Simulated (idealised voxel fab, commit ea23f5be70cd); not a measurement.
Process module in this document: voxel capacitor over wiring
This is section cut - it's 160 nm across, gridded in 5 nm square cells.
A cross-section in this document is a grid of square cells, and it is written down as bands, the top band listed before the ones below it; a band is made up of one or more rows of cells. Per band: top height and bottom height in nm, followed by the left-to-right materials and their widths in nm; "all across" marks a single material spanning edge to edge, "air" marks empty space. Heights are reckoned from 0. Under this level, the received wafer is all of one material. The bottommost band is open-ended downward, for example "0 nm and below". A width such as "30 to 40" changes by the same amount from each row of cells to the next, from the band's top row to its bottom row. Any step labelled "remained unchanged" changed none of the cells in the cross-section. This entry, "Voids, enclosed", enumerates those empty regions of no fewer than 8 cells that possess no open connection to the top. Each region is reported in the form width x height at distance, the distance being taken from the left edge, with all three quantities expressed in nm. Whatever follows a step's settings on its line is a remark the simulator itself makes about that step. overlay nm, on a step with a mask: how far to the right of its planned place the mask lay; to the left if negative.
This section lists the process steps that were planned
1. RECEIVE [material Si]
2. CONFORMAL_DEP [material SiO2] [thk nm 10]
3. DIRECTIONAL_DEP [material TiN] [thk nm 5]
4. DIRECTIONAL_DEP [material Ru] [thk nm 20]
5. DIRECTIONAL_DEP [material aC] [thk nm 15]
6. PATTERN [tone cover] [mask id METAL_1] [material resist] [width nm 25] [pitch nm 75] [thk nm 35] [overlay nm 0]
7. DIRECTIONAL_ETCH [etch materials aC] [depth nm 15]
8. STRIP [etch materials resist]
9. DIRECTIONAL_ETCH [etch materials Ru] [depth nm 20]
10. DIRECTIONAL_ETCH [etch materials TiN] [depth nm 5]
11. STRIP [etch materials aC]
12. FILL_DEP [material lowk] [thk nm 5]
13. CMP [height nm 35]
14. CONFORMAL_DEP [material SiCN] [thk nm 5]
15. DIRECTIONAL_DEP [material SiO2] [thk nm 10]
16. DIRECTIONAL_DEP [material aC] [thk nm 10]
17. PATTERN [tone open] [mask id PLUG_1] [material resist] [width nm 15] [thk nm 30] [overlay nm 0]
18. DIRECTIONAL_ETCH [etch materials aC] [depth nm 10]
19. STRIP [etch materials resist]
20. DIRECTIONAL_ETCH [etch materials SiO2] [depth nm 10]
21. DIRECTIONAL_ETCH [etch materials SiCN] [depth nm 5]
22. STRIP [etch materials aC]
23. CONFORMAL_DEP [material TiN] [thk nm 5]
24. FILL_DEP [material Ru] [thk nm 5]
25. CMP [height nm 50]
26. DIRECTIONAL_DEP [material TiN] [thk nm 10]
27. DIRECTIONAL_DEP [material HfO2] [thk nm 5]
28. DIRECTIONAL_DEP [material TiN] [thk nm 10]
29. MASKED_ETCH [tone cover] [mask id UPPER_PLATE] [width nm 55] [etch materials TiN] [depth nm 10] [overlay nm 0]
30. MASKED_ETCH [tone cover] [mask id UPPER_PLATE] [width nm 55] [etch materials HfO2] [depth nm 5] [overlay nm 0]
31. PATTERN [tone cover] [mask id LOWER_PLATE] [material resist] [width nm 65] [thk nm 20] [overlay nm 0]
32. DIRECTIONAL_ETCH [etch materials TiN] [depth nm 10]
33. STRIP [etch materials resist]
34. FILL_DEP [material SiO2] [thk nm 20]
35. CMP [height nm 90]
36. PATTERN [tone open] [mask id PLUG_2] [material resist] [width nm 15] [thk nm 20] [overlay nm 0]
37. DIRECTIONAL_ETCH [etch materials SiO2] [depth nm 15]
38. STRIP [etch materials resist]
39. CONFORMAL_DEP [material TiN] [thk nm 5]
40. FILL_DEP [material W] [thk nm 5]
41. CMP [height nm 90]
42. CONFORMAL_DEP [material SiN] [thk nm 5]
As received (post step 1): cross-section
- 0 nm and below  Si all across
- Voids, enclosed: none
Cross-section: first of two wafers, module finished, run according to plan
- 95 nm to 90 nm  SiN all across
- 90 nm to 80 nm  50 nm SiO2, then 5 nm TiN, then 5 nm W, then 5 nm TiN, then 95 nm SiO2
- 80 nm to 75 nm  50 nm SiO2, then 15 nm TiN, then 95 nm SiO2
- 75 nm to 65 nm  40 nm SiO2, then 55 nm TiN, then 65 nm SiO2
- 65 nm to 60 nm  40 nm SiO2, then 55 nm HfO2, then 65 nm SiO2
- 60 nm to 50 nm  35 nm SiO2, then 65 nm TiN, then 60 nm SiO2
- 50 nm to 40 nm  40 nm SiO2, then 5 nm TiN, then 5 nm Ru, then 5 nm TiN, then 105 nm SiO2
- 40 nm to 35 nm  40 nm SiCN, then 15 nm TiN, then 105 nm SiCN
- 35 nm to 15 nm  30 nm lowk, then 25 nm Ru, then 50 nm lowk, then 25 nm Ru, then 30 nm lowk
- 15 nm to 10 nm  30 nm lowk, then 25 nm TiN, then 50 nm lowk, then 25 nm TiN, then 30 nm lowk
- 10 nm to 0 nm  SiO2 all across
- 0 nm and below  Si all across
- Voids, enclosed: none
Presented here is a cross-section of the second of the two wafers as it stood at the end of the module. It was started in the same manner and assigned the same plan as the first wafer; however, one mistake was made in its execution
- 95 nm to 90 nm  SiN all across
- 90 nm to 85 nm  50 nm SiO2, then 15 nm TiN, then 95 nm SiO2
- 85 nm to 75 nm  SiO2 all across
- 75 nm to 65 nm  40 nm SiO2, then 55 nm TiN, then 65 nm SiO2
- 65 nm to 60 nm  40 nm SiO2, then 55 nm HfO2, then 65 nm SiO2
- 60 nm to 50 nm  35 nm SiO2, then 65 nm TiN, then 60 nm SiO2
- 50 nm to 40 nm  40 nm SiO2, then 5 nm TiN, then 5 nm Ru, then 5 nm TiN, then 105 nm SiO2
- 40 nm to 35 nm  40 nm SiCN, then 15 nm TiN, then 105 nm SiCN
- 35 nm to 15 nm  30 nm lowk, then 25 nm Ru, then 50 nm lowk, then 25 nm Ru, then 30 nm lowk
- 15 nm to 10 nm  30 nm lowk, then 25 nm TiN, then 50 nm lowk, then 25 nm TiN, then 30 nm lowk
- 10 nm to 0 nm  SiO2 all across
- 0 nm and below  Si all across
- Voids, enclosed: none
It is concluded that the wafer was processed incorrectly with respect to the plan, in that step 37 did not use the planned setting and instead ran as DIRECTIONAL_ETCH [etch materials SiO2] [depth nm 5]
Cell-count delta at end, second wafer over first, by material: +6 SiO2, -4 TiN, -2 W
